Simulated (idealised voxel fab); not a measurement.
Process module under the name voxel transistor to metal
Square cell edge 5 nm, section width 140 nm, ID cut.
A cross-section in this document is a grid of square cells, and it is written down as bands, the top band listed before the ones below it; a band is made up of one or more rows of cells.
First you get the band's top height and its bottom height, in nm, and then the materials it's made of, left to right, with each width in nm. If you see a single material with "everywhere", that one covers the band edge to edge. "empty" is empty space.
Measure heights from 0. That's the level where, below it, the as-received wafer is all one material. The lowest band is bottomless and extends downward; write it as in "z 0 and below".
Width spec "30->40" -> top row of cells at first value, bottom row at second value, equal per-row change in between.
The designation "no change occurred", where it is given for a processing step, indicates that no cell of the cross-section was altered in the course of that step.
"Tabulated closed voids" lists enclosed empty spaces (at least 8 cells, no open path upward to the top), each as width x height at distance from the left edge, in nm.
Note: text after step settings on the step line = simulator remark on that step.
If you see "overlay nm" on a step's line and that step has a mask, it's telling you how far right of where it was planned the mask ended up; a negative number means it went left instead.
Note on reading: below, each pair holds a cross-section from before one process step and one from after it; the one from after shows only down to the lowest band that changed. Beneath the pair, the step in between is stated along with its settings. The pairs can stem from different runs of this module on the same starting wafer. Where a pair's entry headed "Pre-step geometry" says so, and only there, that pair continues from the pair above it.

[Pre-step geometry]
	z 0 and below | Si everywhere
	Tabulated closed voids: none

[Section, Post-Step]
	z 5 to 0 | SiO2 everywhere
	Below 0 it's all the same as before, nothing changed down there.
	Tabulated closed voids: none
What process step lies between the two cross-sections above? CONFORMAL_DEP with material SiO2, thk nm 5

Pre-step geometry: starting point is the after cross-section of the pair just above.

[Section, Post-Step]
	z 15 to 5 | SiN everywhere
	Below 5 it's all the same as before, nothing changed down there.
	Tabulated closed voids: none
What process step lies between the two cross-sections above? CONFORMAL_DEP with material SiN, thk nm 10

Pre-step geometry: starting point is the after cross-section of the pair just above.

[Section, Post-Step]
	z 15 to 5 | empty (20)  SiN (95)  empty (25)
	Below 5 it's all the same as before, nothing changed down there.
	Tabulated closed voids: none
What process step lies between the two cross-sections above? MASKED_ETCH with tone cover, mask id ACTIVE, width nm 95, etch materials SiN, depth nm 10, overlay nm 0

Pre-step geometry: starting point is the after cross-section of the pair just above.

[Section, Post-Step]
	z 15 to 5 | empty (20)  SiN (95)  empty (25)
	z 5 to 0 | empty (20)  SiO2 (95)  empty (25)
	Below 0 it's all the same as before, nothing changed down there.
	Tabulated closed voids: none
What process step lies between the two cross-sections above? MASKED_ETCH with tone cover, mask id ACTIVE, width nm 95, etch materials SiO2, depth nm 5, overlay nm 0

Pre-step geometry: starting point is the after cross-section of the pair just above.

[Section, Post-Step]
	z 15 to 5 | empty (20)  SiN (95)  empty (25)
	z 5 to 0 | empty (20)  SiO2 (95)  empty (25)
	z 0 to -35 | empty (20)  Si (95)  empty (25)
	Below -35 it's all the same as before, nothing changed down there.
	Tabulated closed voids: none
What process step lies between the two cross-sections above? MASKED_ETCH with tone cover, mask id ACTIVE, width nm 95, etch materials Si, depth nm 35, overlay nm 0

Pre-step geometry: starting point is the after cross-section of the pair just above.

[Section, Post-Step]
	z 25 to 15 | SiO2 everywhere
	z 15 to 5 | SiO2 (20)  SiN (95)  SiO2 (25)
	z 5 to 0 | SiO2 everywhere
	z 0 to -35 | SiO2 (20)  Si (95)  SiO2 (25)
	Below -35 it's all the same as before, nothing changed down there.
	Tabulated closed voids: none
What process step lies between the two cross-sections above? FILL_DEP with material SiO2, thk nm 10

Pre-step geometry: starting point is the after cross-section of the pair just above.

[Section, Post-Step]
	z 15 to 5 | SiO2 (20)  SiN (95)  SiO2 (25)
	Below 5 it's all the same as before, nothing changed down there.
	Tabulated closed voids: none
What process step lies between the two cross-sections above? CMP with height nm 15

Pre-step geometry: starting point is the after cross-section of the pair just above.

[Section, Post-Step]
	z 15 to 10 | empty (20)  SiN (95)  empty (25)
	Below 10 it's all the same as before, nothing changed down there.
	Tabulated closed voids: none
What process step lies between the two cross-sections above? SELECTIVE_ETCH with etch materials SiO2, depth nm 5

Pre-step geometry: starting point is the after cross-section of the pair just above.

[Section, Post-Step]
	z 10 to 5 | SiO2 (20)  empty (95)  SiO2 (25)
	Below 5 it's all the same as before, nothing changed down there.
	Tabulated closed voids: none
What process step lies between the two cross-sections above? STRIP with etch materials SiN

Pre-step geometry: starting point is the after cross-section of the pair just above.

[Section, Post-Step]
	z 5 to 0 | SiO2 (15)  empty (105)  SiO2 (20)
	Below 0 it's all the same as before, nothing changed down there.
	Tabulated closed voids: none
What process step lies between the two cross-sections above? SELECTIVE_ETCH with etch materials SiO2, depth nm 5

Pre-step geometry: starting point is the after cross-section of the pair just above.

[Section, Post-Step]
	z 5 to 0 | SiO2 (15)  empty (105)  SiO2 (20)
	z 0 to -5 | SiO2 everywhere
	Below -5 it's all the same as before, nothing changed down there.
	Tabulated closed voids: none
What process step lies between the two cross-sections above? OXIDIZE with depth nm 5

Pre-step geometry: starting point is the after cross-section of the pair just above.

[Section, Post-Step]
	z 30 to 25 | polySi (15)  empty (105)  polySi (20)
	z 25 to 5 | polySi everywhere
	z 5 to 0 | SiO2 (15)  polySi (105)  SiO2 (20)
	Below 0 it's all the same as before, nothing changed down there.
	Tabulated closed voids: none
What process step lies between the two cross-sections above? DIRECTIONAL_DEP with material polySi, thk nm 25

Pre-step geometry: starting point is the after cross-section of the pair just above.

[Section, Post-Step]
	z 45 to 40 | SiCN (15)  empty (105)  SiCN (20)
	z 40 to 30 | SiCN everywhere
	z 30 to 25 | polySi (15)  SiCN (105)  polySi (20)
	Below 25 it's all the same as before, nothing changed down there.
	Tabulated closed voids: none
What process step lies between the two cross-sections above? DIRECTIONAL_DEP with material SiCN, thk nm 15

Pre-step geometry: starting point is the after cross-section of the pair just above.

[Section, Post-Step]
	z 55 to 50 | aC (15)  empty (105)  aC (20)
	z 50 to 45 | aC everywhere
	z 45 to 40 | SiCN (15)  aC (105)  SiCN (20)
	Below 40 it's all the same as before, nothing changed down there.
	Tabulated closed voids: none
What process step lies between the two cross-sections above? DIRECTIONAL_DEP with material aC, thk nm 10

Pre-step geometry: starting point is the after cross-section of the pair just above.

[Section, Post-Step]
	z 80 to 55 | empty (60)  resist (15)  empty (65)
	z 55 to 50 | aC (15)  empty (45)  resist (15)  empty (45)  aC (20)
	Below 50 it's all the same as before, nothing changed down there.
	Tabulated closed voids: none
What process step lies between the two cross-sections above? PATTERN with tone cover, mask id GATE, material resist, width nm 15, thk nm 25, overlay nm 0

Pre-step geometry: starting point is the after cross-section of the pair just above.

[Section, Post-Step]
	z 70 to 50 | empty (60)  resist (15)  empty (65)
	z 50 to 45 | empty (60)  aC (15)  empty (65)
	z 45 to 40 | SiCN (15)  empty (45)  aC (15)  empty (45)  SiCN (20)
	Below 40 it's all the same as before, nothing changed down there.
	Tabulated closed voids: none
What process step lies between the two cross-sections above? DIRECTIONAL_ETCH with etch materials aC, depth nm 10

Pre-step geometry: starting point is the after cross-section of the pair just above.

[Section, Post-Step]
	z 50 to 45 | empty (60)  aC (15)  empty (65)
	Below 45 it's all the same as before, nothing changed down there.
	Tabulated closed voids: none
What process step lies between the two cross-sections above? STRIP with etch materials resist

Pre-step geometry: starting point is the after cross-section of the pair just above.

[Section, Post-Step]
	z 50 to 40 | empty (60)  aC (15)  empty (65)
	z 40 to 30 | empty (60)  SiCN (15)  empty (65)
	z 30 to 25 | polySi (15)  empty (45)  SiCN (15)  empty (45)  polySi (20)
	Below 25 it's all the same as before, nothing changed down there.
	Tabulated closed voids: none
What process step lies between the two cross-sections above? DIRECTIONAL_ETCH with etch materials SiCN, depth nm 25

Pre-step geometry: starting point is the after cross-section of the pair just above.

[Section, Post-Step]
	z 50 to 40 | empty (60)  aC (15)  empty (65)
	z 40 to 25 | empty (60)  SiCN (15)  empty (65)
	z 25 to 5 | empty (60)  polySi (15)  empty (65)
	z 5 to 0 | SiO2 (15)  empty (45)  polySi (15)  empty (45)  SiO2 (20)
	Below 0 it's all the same as before, nothing changed down there.
	Tabulated closed voids: none
What process step lies between the two cross-sections above? DIRECTIONAL_ETCH with etch materials polySi, depth nm 35

Pre-step geometry: starting point is the after cross-section of the pair just above.

[Section, Post-Step]
	z 40 to 25 | empty (60)  SiCN (15)  empty (65)
	Below 25 it's all the same as before, nothing changed down there.
	Tabulated closed voids: none
What process step lies between the two cross-sections above? STRIP with etch materials aC

Pre-step geometry: starting point is the after cross-section of the pair just above.

[Section, Post-Step]
	z 45 to 40 | empty (55)  SiO2 (25)  empty (60)
	z 40 to 25 | empty (55)  SiO2 (5)  SiCN (15)  SiO2 (5)  empty (60)
	z 25 to 10 | empty (55)  SiO2 (5)  polySi (15)  SiO2 (5)  empty (60)
	z 10 to 5 | SiO2 (20)  empty (35)  SiO2 (5)  polySi (15)  SiO2 (5)  empty (35)  SiO2 (25)
	z 5 to 0 | SiO2 (60)  polySi (15)  SiO2 (65)
	Below 0 it's all the same as before, nothing changed down there.
	Tabulated closed voids: none
What process step lies between the two cross-sections above? CONFORMAL_DEP with material SiO2, thk nm 5

Pre-step geometry: starting point is the after cross-section of the pair just above.

[Section, Post-Step]
	z 40 to 25 | empty (55)  SiO2 (5)  SiCN (15)  SiO2 (5)  empty (60)
	z 25 to 5 | empty (55)  SiO2 (5)  polySi (15)  SiO2 (5)  empty (60)
	z 5 to 0 | SiO2 (20)  empty (35)  SiO2 (5)  polySi (15)  SiO2 (5)  empty (35)  SiO2 (25)
	Below 0 it's all the same as before, nothing changed down there.
	Tabulated closed voids: none
What process step lies between the two cross-sections above? DIRECTIONAL_ETCH with etch materials SiO2, depth nm 5

Pre-step geometry: starting point is the after cross-section of the pair just above.

[Section, Post-Step]
	z 45 to 40 | empty (50)  SiN (35)  empty (55)
	z 40 to 25 | empty (50)  SiN (5)  SiO2 (5)  SiCN (15)  SiO2 (5)  SiN (5)  empty (55)
	z 25 to 10 | empty (50)  SiN (5)  SiO2 (5)  polySi (15)  SiO2 (5)  SiN (5)  empty (55)
	z 10 to 5 | SiN (25)  empty (25)  SiN (5)  SiO2 (5)  polySi (15)  SiO2 (5)  SiN (5)  empty (25)  SiN (30)
	z 5 to 0 | SiO2 (20)  SiN (35)  SiO2 (5)  polySi (15)  SiO2 (5)  SiN (35)  SiO2 (25)
	Below 0 it's all the same as before, nothing changed down there.
	Tabulated closed voids: none
What process step lies between the two cross-sections above? CONFORMAL_DEP with material SiN, thk nm 5

Pre-step geometry: starting point is the after cross-section of the pair just above.

[Section, Post-Step]
	z 40 to 25 | empty (50)  SiN (5)  SiO2 (5)  SiCN (15)  SiO2 (5)  SiN (5)  empty (55)
	z 25 to 5 | empty (50)  SiN (5)  SiO2 (5)  polySi (15)  SiO2 (5)  SiN (5)  empty (55)
	z 5 to 0 | SiO2 (20)  SiN (5)  empty (25)  SiN (5)  SiO2 (5)  polySi (15)  SiO2 (5)  SiN (5)  empty (25)  SiN (5)  SiO2 (25)
	Below 0 it's all the same as before, nothing changed down there.
	Tabulated closed voids: none
What process step lies between the two cross-sections above? DIRECTIONAL_ETCH with etch materials SiN, depth nm 5

Pre-step geometry: starting point is the after cross-section of the pair just above.

[Section, Post-Step]
	z 40 to 35 | empty (50)  SiN (5)  empty (5)  SiCN (15)  empty (5)  SiN (5)  empty (55)
	z 35 to 25 | empty (50)  SiN (5)  SiO2 (5)  SiCN (15)  SiO2 (5)  SiN (5)  empty (55)
	z 25 to 5 | empty (50)  SiN (5)  SiO2 (5)  polySi (15)  SiO2 (5)  SiN (5)  empty (55)
	z 5 to 0 | empty (20)  SiN (5)  empty (25)  SiN (5)  SiO2 (5)  polySi (15)  SiO2 (5)  SiN (5)  empty (25)  SiN (5)  empty (25)
	z 0 to -5 | SiO2 (25)  empty (25)  SiO2 (35)  empty (25)  SiO2 (30)
	Below -5 it's all the same as before, nothing changed down there.
	Tabulated closed voids: none
What process step lies between the two cross-sections above? DIRECTIONAL_ETCH with etch materials SiO2, depth nm 5

Pre-step geometry: starting point is the after cross-section of the pair just above.

[Section, Post-Step]
	z 40 to 35 | empty (50)  SiN (5)  empty (5)  SiCN (15)  empty (5)  SiN (5)  empty (55)
	z 35 to 25 | empty (50)  SiN (5)  SiO2 (5)  SiCN (15)  SiO2 (5)  SiN (5)  empty (55)
	z 25 to 5 | empty (50)  SiN (5)  SiO2 (5)  polySi (15)  SiO2 (5)  SiN (5)  empty (55)
	z 5 to 0 | empty (20)  SiN (5)  empty (25)  SiN (5)  SiO2 (5)  polySi (15)  SiO2 (5)  SiN (5)  empty (25)  SiN (5)  empty (25)
	z 0 to -5 | SiO2 (25)  empty (25)  SiO2 (35)  empty (25)  SiO2 (30)
	z -5 to -20 | SiO2 (20)  Si (5)  empty (25)  Si (35)  empty (25)  Si (5)  SiO2 (25)
	Below -20 it's all the same as before, nothing changed down there.
	Tabulated closed voids: none
What process step lies between the two cross-sections above? DIRECTIONAL_ETCH with etch materials Si, depth nm 15

Pre-step geometry: starting point is the after cross-section of the pair just above.

[Section, Post-Step]
	z 40 to 35 | empty (50)  SiN (5)  empty (5)  SiCN (15)  empty (5)  SiN (5)  empty (55)
	z 35 to 25 | empty (50)  SiN (5)  SiO2 (5)  SiCN (15)  SiO2 (5)  SiN (5)  empty (55)
	z 25 to 15 | empty (50)  SiN (5)  SiO2 (5)  polySi (15)  SiO2 (5)  SiN (5)  empty (55)
	z 15 to 5 | empty (15)  nSi (35)  SiN (5)  SiO2 (5)  polySi (15)  SiO2 (5)  SiN (5)  nSi (35)  empty (20)
	z 5 to 0 | empty (15)  nSi (5)  SiN (5)  nSi (25)  SiN (5)  SiO2 (5)  polySi (15)  SiO2 (5)  SiN (5)  nSi (25)  SiN (5)  nSi (5)  empty (20)
	z 0 to -5 | SiO2 (25)  nSi (25)  SiO2 (35)  nSi (25)  SiO2 (30)
	z -5 to -20 | SiO2 (20)  Si (5)  nSi (25)  Si (35)  nSi (25)  Si (5)  SiO2 (25)
	Below -20 it's all the same as before, nothing changed down there.
	Tabulated closed voids: none
What process step lies between the two cross-sections above? EPI with material nSi, thk nm 20

Pre-step geometry: starting point is the after cross-section of the pair just above.

[Section, Post-Step]
	z 45 to 40 | SiO2 everywhere
	z 40 to 25 | SiO2 (50)  SiN (5)  SiO2 (5)  SiCN (15)  SiO2 (5)  SiN (5)  SiO2 (55)
	z 25 to 15 | SiO2 (50)  SiN (5)  SiO2 (5)  polySi (15)  SiO2 (5)  SiN (5)  SiO2 (55)
	z 15 to 5 | SiO2 (15)  nSi (35)  SiN (5)  SiO2 (5)  polySi (15)  SiO2 (5)  SiN (5)  nSi (35)  SiO2 (20)
	z 5 to 0 | SiO2 (15)  nSi (5)  SiN (5)  nSi (25)  SiN (5)  SiO2 (5)  polySi (15)  SiO2 (5)  SiN (5)  nSi (25)  SiN (5)  nSi (5)  SiO2 (20)
	Below 0 it's all the same as before, nothing changed down there.
	Tabulated closed voids: none
What process step lies between the two cross-sections above? FILL_DEP with material SiO2, thk nm 5

Pre-step geometry: starting point is the after cross-section of the pair just above.

[Section, Post-Step]
	z 40 to 25 | SiO2 (50)  SiN (5)  SiO2 (5)  SiCN (15)  SiO2 (5)  SiN (5)  SiO2 (55)
	Below 25 it's all the same as before, nothing changed down there.
	Tabulated closed voids: none
What process step lies between the two cross-sections above? CMP with height nm 40

Pre-step geometry: starting point is the after cross-section of the pair just above.

[Section, Post-Step]
	z 50 to 40 | SiO2 everywhere
	Below 40 it's all the same as before, nothing changed down there.
	Tabulated closed voids: none
What process step lies between the two cross-sections above? DIRECTIONAL_DEP with material SiO2, thk nm 10

Pre-step geometry: starting point is the after cross-section of the pair just above.

[Section, Post-Step]
	z 50 to 40 | SiO2 (25)  empty (30)  SiO2 (25)  empty (30)  SiO2 (30)
	z 40 to 25 | SiO2 (25)  empty (25)  SiN (5)  SiO2 (5)  SiCN (15)  SiO2 (5)  SiN (5)  empty (25)  SiO2 (30)
	z 25 to 15 | SiO2 (25)  empty (25)  SiN (5)  SiO2 (5)  polySi (15)  SiO2 (5)  SiN (5)  empty (25)  SiO2 (30)
	Below 15 it's all the same as before, nothing changed down there.
	Tabulated closed voids: none
What process step lies between the two cross-sections above? MASKED_ETCH with tone open, mask id CONTACT, width nm 30, pitch nm 55, etch materials SiO2, depth nm 35, overlay nm 0

Pre-step geometry: starting point is the after cross-section of the pair just above.

[Section, Post-Step]
	z 55 to 50 | TiN (30)  empty (20)  TiN (35)  empty (20)  TiN (35)
	z 50 to 40 | SiO2 (25)  TiN (5)  empty (20->15)  TiN (5->10)  SiO2 (25)  TiN (5->10)  empty (20->15)  TiN (5)  SiO2 (30)
	z 40 to 25 | SiO2 (25)  TiN (5)  empty (15)  TiN (5)  SiN (5)  SiO2 (5)  SiCN (15)  SiO2 (5)  SiN (5)  TiN (5)  empty (15)  TiN (5)  SiO2 (30)
	z 25 to 20 | SiO2 (25)  TiN (5)  empty (15)  TiN (5)  SiN (5)  SiO2 (5)  polySi (15)  SiO2 (5)  SiN (5)  TiN (5)  empty (15)  TiN (5)  SiO2 (30)
	z 20 to 15 | SiO2 (25)  TiN (25)  SiN (5)  SiO2 (5)  polySi (15)  SiO2 (5)  SiN (5)  TiN (25)  SiO2 (30)
	Below 15 it's all the same as before, nothing changed down there.
	Tabulated closed voids: none
What process step lies between the two cross-sections above? CONFORMAL_DEP with material TiN, thk nm 5

Pre-step geometry: starting point is the after cross-section of the pair just above.

[Section, Post-Step]
	z 65 to 55 | W everywhere
	z 55 to 50 | TiN (30)  W (20)  TiN (35)  W (20)  TiN (35)
	z 50 to 40 | SiO2 (25)  TiN (5)  W (20->15)  TiN (5->10)  SiO2 (25)  TiN (5->10)  W (20->15)  TiN (5)  SiO2 (30)
	z 40 to 25 | SiO2 (25)  TiN (5)  W (15)  TiN (5)  SiN (5)  SiO2 (5)  SiCN (15)  SiO2 (5)  SiN (5)  TiN (5)  W (15)  TiN (5)  SiO2 (30)
	z 25 to 20 | SiO2 (25)  TiN (5)  W (15)  TiN (5)  SiN (5)  SiO2 (5)  polySi (15)  SiO2 (5)  SiN (5)  TiN (5)  W (15)  TiN (5)  SiO2 (30)
	Below 20 it's all the same as before, nothing changed down there.
	Tabulated closed voids: none
What process step lies between the two cross-sections above? FILL_DEP with material W, thk nm 10

Pre-step geometry: starting point is the after cross-section of the pair just above.

[Section, Post-Step]
	z 50 to 40 | SiO2 (25)  TiN (5)  W (20->15)  TiN (5->10)  SiO2 (25)  TiN (5->10)  W (20->15)  TiN (5)  SiO2 (30)
	Below 40 it's all the same as before, nothing changed down there.
	Tabulated closed voids: none
What process step lies between the two cross-sections above? CMP with height nm 50

Pre-step geometry: starting point is the after cross-section of the pair just above.

[Section, Post-Step]
	z 55 to 50 | TiN everywhere
	Below 50 it's all the same as before, nothing changed down there.
	Tabulated closed voids: none
What process step lies between the two cross-sections above? DIRECTIONAL_DEP with material TiN, thk nm 5

Pre-step geometry: starting point is the after cross-section of the pair just above.

[Section, Post-Step]
	z 75 to 55 | Ru everywhere
	Below 55 it's all the same as before, nothing changed down there.
	Tabulated closed voids: none
What process step lies between the two cross-sections above? DIRECTIONAL_DEP with material Ru, thk nm 20

Pre-step geometry: starting point is the after cross-section of the pair just above.

[Section, Post-Step]
	z 90 to 75 | aC everywhere
	Below 75 it's all the same as before, nothing changed down there.
	Tabulated closed voids: none
What process step lies between the two cross-sections above? DIRECTIONAL_DEP with material aC, thk nm 15

Pre-step geometry: starting point is the after cross-section of the pair just above.

[Section, Post-Step]
	z 120 to 90 | empty (25)  resist (20)  empty (45)  resist (20)  empty (30)
	Below 90 it's all the same as before, nothing changed down there.
	Tabulated closed voids: none
What process step lies between the two cross-sections above? PATTERN with tone cover, mask id METAL_1, material resist, width nm 20, pitch nm 65, thk nm 30, overlay nm 0

Pre-step geometry: starting point is the after cross-section of the pair just above.

[Section, Post-Step]
	z 105 to 90 | empty (25)  resist (20)  empty (45)  resist (20)  empty (30)
	z 90 to 75 | empty (25)  aC (20)  empty (45)  aC (20)  empty (30)
	Below 75 it's all the same as before, nothing changed down there.
	Tabulated closed voids: none
What process step lies between the two cross-sections above? DIRECTIONAL_ETCH with etch materials aC, depth nm 15

Pre-step geometry: starting point is the after cross-section of the pair just above.

[Section, Post-Step]
	z 90 to 75 | empty (25)  aC (20)  empty (45)  aC (20)  empty (30)
	Below 75 it's all the same as before, nothing changed down there.
	Tabulated closed voids: none
What process step lies between the two cross-sections above? STRIP with etch materials resist

Pre-step geometry: starting point is the after cross-section of the pair just above.

[Section, Post-Step]
	z 90 to 75 | empty (25)  aC (20)  empty (45)  aC (20)  empty (30)
	z 75 to 55 | empty (25)  Ru (20)  empty (45)  Ru (20)  empty (30)
	Below 55 it's all the same as before, nothing changed down there.
	Tabulated closed voids: none
What process step lies between the two cross-sections above? DIRECTIONAL_ETCH with etch materials Ru, depth nm 20

Pre-step geometry: starting point is the after cross-section of the pair just above.

[Section, Post-Step]
	z 90 to 75 | empty (25)  aC (20)  empty (45)  aC (20)  empty (30)
	z 75 to 55 | empty (25)  Ru (20)  empty (45)  Ru (20)  empty (30)
	z 55 to 50 | empty (25)  TiN (20)  empty (45)  TiN (20)  empty (30)
	Below 50 it's all the same as before, nothing changed down there.
	Tabulated closed voids: none
What process step lies between the two cross-sections above? DIRECTIONAL_ETCH with etch materials TiN, depth nm 5

Pre-step geometry: starting point is the after cross-section of the pair just above.

[Section, Post-Step]
	z 75 to 55 | empty (25)  Ru (20)  empty (45)  Ru (20)  empty (30)
	Below 55 it's all the same as before, nothing changed down there.
	Tabulated closed voids: none
What process step lies between the two cross-sections above? STRIP with etch materials aC

Pre-step geometry: starting point is the after cross-section of the pair just above.

[Section, Post-Step]
	z 80 to 75 | empty (20)  SiCN (30)  empty (35)  SiCN (30)  empty (25)
	z 75 to 55 | empty (20)  SiCN (5)  Ru (20)  SiCN (5)  empty (35)  SiCN (5)  Ru (20)  SiCN (5)  empty (25)
	z 55 to 50 | SiCN (25)  TiN (20)  SiCN (45)  TiN (20)  SiCN (30)
	Below 50 it's all the same as before, nothing changed down there.
	Tabulated closed voids: none
What process step lies between the two cross-sections above? CONFORMAL_DEP with material SiCN, thk nm 5

Pre-step geometry: starting point is the after cross-section of the pair just above.

[Section, Post-Step]
	z 90 to 80 | SiO2 everywhere
	z 80 to 75 | SiO2 (20)  SiCN (30)  SiO2 (35)  SiCN (30)  SiO2 (25)
	z 75 to 55 | SiO2 (20)  SiCN (5)  Ru (20)  SiCN (5)  SiO2 (35)  SiCN (5)  Ru (20)  SiCN (5)  SiO2 (25)
	Below 55 it's all the same as before, nothing changed down there.
	Tabulated closed voids: none
What process step lies between the two cross-sections above? FILL_DEP with material SiO2, thk nm 10

Pre-step geometry: starting point is the after cross-section of the pair just above.

[Section, Post-Step]
	z 75 to 55 | SiO2 (20)  SiCN (5)  Ru (20)  SiCN (5)  SiO2 (35)  SiCN (5)  Ru (20)  SiCN (5)  SiO2 (25)
	Below 55 it's all the same as before, nothing changed down there.
	Tabulated closed voids: none
What process step lies between the two cross-sections above? CMP with height nm 75

Pre-step geometry: starting point is the after cross-section of the pair just above.

[Section, Post-Step]
	z 80 to 75 | SiN everywhere
	Below 75 it's all the same as before, nothing changed down there.
	Tabulated closed voids: none
What process step lies between the two cross-sections above? CONFORMAL_DEP with material SiN, thk nm 5

[Pre-step geometry]
	z 90 to 80 | SiO2 everywhere
	z 80 to 75 | SiO2 (20)  SiCN (30)  SiO2 (35)  SiCN (30)  SiO2 (25)
	z 75 to 55 | SiO2 (20)  SiCN (5)  Ru (20)  SiCN (5)  SiO2 (35)  SiCN (5)  Ru (20)  SiCN (5)  SiO2 (25)
	z 55 to 50 | SiCN (25)  TiN (20)  SiCN (45)  TiN (20)  SiCN (30)
	z 50 to 40 | SiO2 (25)  TiN (5)  W (20->15)  TiN (5->10)  SiO2 (25)  TiN (5->10)  W (20->15)  TiN (5)  SiO2 (30)
	z 40 to 25 | SiO2 (25)  TiN (5)  W (15)  TiN (5)  SiN (5)  SiO2 (5)  SiCN (15)  SiO2 (5)  SiN (5)  TiN (5)  W (15)  TiN (5)  SiO2 (30)
	z 25 to 20 | SiO2 (25)  TiN (5)  W (15)  TiN (5)  SiN (5)  SiO2 (5)  polySi (15)  SiO2 (5)  SiN (5)  TiN (5)  W (15)  TiN (5)  SiO2 (30)
	z 20 to 15 | SiO2 (25)  TiN (25)  SiN (5)  SiO2 (5)  polySi (15)  SiO2 (5)  SiN (5)  TiN (25)  SiO2 (30)
	z 15 to 5 | SiO2 (15)  nSi (35)  SiN (5)  SiO2 (5)  polySi (15)  SiO2 (5)  SiN (5)  nSi (35)  SiO2 (20)
	z 5 to 0 | SiO2 (15)  nSi (5)  SiN (5)  nSi (25)  SiN (5)  SiO2 (5)  polySi (15)  SiO2 (5)  SiN (5)  nSi (25)  SiN (5)  nSi (5)  SiO2 (20)
	z 0 to -5 | SiO2 (25)  nSi (25)  SiO2 (35)  nSi (25)  SiO2 (30)
	z -5 to -20 | SiO2 (20)  Si (5)  nSi (25)  Si (35)  nSi (25)  Si (5)  SiO2 (25)
	z -20 to -35 | SiO2 (20)  Si (95)  SiO2 (25)
	z -35 and below | Si everywhere
	Tabulated closed voids: none

[Section, Post-Step]
	z 95 to 90 | SiN everywhere
	Below 90 it's all the same as before, nothing changed down there.
	Tabulated closed voids: none
What process step lies between the two cross-sections above? CONFORMAL_DEP with material SiN, thk nm 5

[Pre-step geometry]
	z 40 to 35 | empty (50)  SiN (5)  empty (5)  SiCN (15)  empty (5)  SiN (5)  empty (55)
	z 35 to 25 | empty (50)  SiN (5)  SiO2 (5)  SiCN (15)  SiO2 (5)  SiN (5)  empty (55)
	z 25 to 15 | empty (50)  SiN (5)  SiO2 (5)  polySi (15)  SiO2 (5)  SiN (5)  empty (55)
	z 15 to 5 | empty (15)  nSi (35)  SiN (5)  SiO2 (5)  polySi (15)  SiO2 (5)  SiN (5)  nSi (35)  empty (20)
	z 5 to 0 | empty (15)  nSi (5)  SiN (5)  nSi (25)  SiN (5)  SiO2 (5)  polySi (15)  SiO2 (5)  SiN (5)  nSi (25)  SiN (5)  nSi (5)  empty (20)
	z 0 to -5 | SiO2 (25)  nSi (25)  SiO2 (35)  nSi (25)  SiO2 (30)
	z -5 to -20 | SiO2 (20)  Si (5)  nSi (25)  Si (35)  nSi (25)  Si (5)  SiO2 (25)
	z -20 to -35 | SiO2 (20)  Si (95)  SiO2 (25)
	z -35 and below | Si everywhere
	Tabulated closed voids: none

[Section, Post-Step]
	z 40 to 35 | empty (50)  SiN (5)  empty (5)  SiCN (15)  empty (5)  SiN (5)  empty (55)
	z 35 to 25 | nSi (50)  SiN (5)  SiO2 (5)  SiCN (15)  SiO2 (5)  SiN (5)  nSi (55)
	z 25 to 5 | nSi (50)  SiN (5)  SiO2 (5)  polySi (15)  SiO2 (5)  SiN (5)  nSi (55)
	z 5 to 0 | nSi (20)  SiN (5)  nSi (25)  SiN (5)  SiO2 (5)  polySi (15)  SiO2 (5)  SiN (5)  nSi (25)  SiN (5)  nSi (25)
	Below 0 it's all the same as before, nothing changed down there.
	Tabulated closed voids: none
What process step lies between the two cross-sections above? EPI with material nSi, thk nm 20

Pre-step geometry: starting point is the after cross-section of the pair just above.

[Section, Post-Step]
	z 45 to 40 | SiO2 everywhere
	z 40 to 35 | SiO2 (50)  SiN (5)  SiO2 (5)  SiCN (15)  SiO2 (5)  SiN (5)  SiO2 (55)
	Below 35 it's all the same as before, nothing changed down there.
	Tabulated closed voids: none
What process step lies between the two cross-sections above? FILL_DEP with material SiO2, thk nm 5

Pre-step geometry: starting point is the after cross-section of the pair just above.

[Section, Post-Step]
	z 40 to 35 | SiO2 (50)  SiN (5)  SiO2 (5)  SiCN (15)  SiO2 (5)  SiN (5)  SiO2 (55)
	Below 35 it's all the same as before, nothing changed down there.
	Tabulated closed voids: none
What process step lies between the two cross-sections above? CMP with height nm 40

Pre-step geometry: starting point is the after cross-section of the pair just above.

[Section, Post-Step]
	z 50 to 40 | SiO2 everywhere
	Below 40 it's all the same as before, nothing changed down there.
	Tabulated closed voids: none
What process step lies between the two cross-sections above? DIRECTIONAL_DEP with material SiO2, thk nm 10

Pre-step geometry: starting point is the after cross-section of the pair just above.

[Section, Post-Step]
	z 50 to 40 | SiO2 (25)  empty (30)  SiO2 (25)  empty (30)  SiO2 (30)
	z 40 to 35 | SiO2 (25)  empty (25)  SiN (5)  SiO2 (5)  SiCN (15)  SiO2 (5)  SiN (5)  empty (25)  SiO2 (30)
	Below 35 it's all the same as before, nothing changed down there.
	Tabulated closed voids: none
What process step lies between the two cross-sections above? MASKED_ETCH with tone open, mask id CONTACT, width nm 30, pitch nm 55, etch materials SiO2, depth nm 35, overlay nm 0

Pre-step geometry: starting point is the after cross-section of the pair just above.

[Section, Post-Step]
	z 55 to 50 | TiN (30)  empty (20)  TiN (35)  empty (20)  TiN (35)
	z 50 to 40 | SiO2 (25)  TiN (5)  empty (20->15)  TiN (5->10)  SiO2 (25)  TiN (5->10)  empty (20->15)  TiN (5)  SiO2 (30)
	z 40 to 35 | SiO2 (25)  TiN (25)  SiN (5)  SiO2 (5)  SiCN (15)  SiO2 (5)  SiN (5)  TiN (25)  SiO2 (30)
	Below 35 it's all the same as before, nothing changed down there.
	Tabulated closed voids: none
What process step lies between the two cross-sections above? CONFORMAL_DEP with material TiN, thk nm 5

Pre-step geometry: starting point is the after cross-section of the pair just above.

[Section, Post-Step]
	z 65 to 55 | W everywhere
	z 55 to 50 | TiN (30)  W (20)  TiN (35)  W (20)  TiN (35)
	z 50 to 40 | SiO2 (25)  TiN (5)  W (20->15)  TiN (5->10)  SiO2 (25)  TiN (5->10)  W (20->15)  TiN (5)  SiO2 (30)
	Below 40 it's all the same as before, nothing changed down there.
	Tabulated closed voids: none
What process step lies between the two cross-sections above? FILL_DEP with material W, thk nm 10

Pre-step geometry: starting point is the after cross-section of the pair just above.

[Section, Post-Step]
	z 50 to 40 | SiO2 (25)  TiN (5)  W (20->15)  TiN (5->10)  SiO2 (25)  TiN (5->10)  W (20->15)  TiN (5)  SiO2 (30)
	Below 40 it's all the same as before, nothing changed down there.
	Tabulated closed voids: none
What process step lies between the two cross-sections above? CMP with height nm 50
